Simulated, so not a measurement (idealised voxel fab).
process module | voxel fin reveal
Square cells of 5 nm make up the cross-section cut, whose width is 230 nm.
How to read a cross-section here: the picture is a grid of square cells, written as bands going from the top down, and any band can span one or more rows of cells. This entry defines a band. It first specifies the height of the band's top and the height of its bottom in nm, and then specifies the band's materials from left to right, stating each material with its width in nm. The word "full width" identifies a single material that fills the band from edge to edge, while the word "air" identifies empty space. Basically, 0 is our baseline, since under it the wafer straight out of the box is all one material. The bottom band has no lower end and keeps on going down, so it looks like "0 down". Graded width ("30->40"): value in top row of band = first number; value in bottom row = second number; row-to-row change constant. When a step is marked "everything unchanged", none of the cells in the cross-section changed during that step. "Enclosed cavities" enumerates empty spaces isolated from the top, with no open way to it, that contain at least 8 cells, giving each as width x height at distance from the left edge, all three in nm. Step line, after settings: the simulator's comment on this step. "overlay nm", when on a step's line for a step with a mask, measures how far to the right of its planned place the mask lay; a negative measure means to the left.
[Intended process steps]
1. RECEIVE with material Si
2. CONFORMAL_DEP with material SiN, thk nm 5
3. DIRECTIONAL_DEP with material aC, thk nm 10
4. PATTERN with tone cover, mask id FINS, material resist, width nm 15, pitch nm 40, thk nm 25, overlay nm 0
5. DIRECTIONAL_ETCH with etch materials aC, depth nm 10
6. STRIP with etch materials resist
7. DIRECTIONAL_ETCH with etch materials SiN, depth nm 5
8. DIRECTIONAL_ETCH with etch materials Si, depth nm 30
9. STRIP with etch materials aC
10. OXIDIZE with depth nm 5
11. FILL_DEP with material SiO2, thk nm 10
12. CMP with height nm 5
13. SELECTIVE_ETCH with etch materials SiO2, depth nm 15
14. STRIP with etch materials SiN
15. CONFORMAL_DEP with material HfO2, thk nm 5
[Shown in cross-section is the wafer as received, that is, as it stands after step 1]
> 0 down  Si full width
> Enclosed cavities: none
[Wafer at module end, in section. Began as above, planned as above, run with one mistake]
> 5 to 0  air 85 nm | HfO2 15 nm | air 25 nm | HfO2 15 nm | air 90 nm
> 0 to -5  air 85 nm | HfO2 5 nm | Si 5 nm | HfO2 5 nm | air 25 nm | HfO2 5 nm | Si 5 nm | HfO2 5 nm | air 90 nm
> -5 to -10  HfO2 75 nm | air 10 nm | HfO2 5 nm | Si 5 nm | HfO2 5 nm | air 25 nm | HfO2 5 nm | Si 5 nm | HfO2 5 nm | air 10 nm | HfO2 80 nm
> -10 to -15  SiO2 70 nm | HfO2 20 nm | Si 5 nm | HfO2 35 nm | Si 5 nm | HfO2 20 nm | SiO2 75 nm
> -15 to -35  SiO2 90 nm | Si 5 nm | SiO2 35 nm | Si 5 nm | SiO2 95 nm
> -35 down  Si full width
> Enclosed cavities: none
Plan not followed: so 13 and 14 got swapped relative to the plan, each ran where the other was supposed to
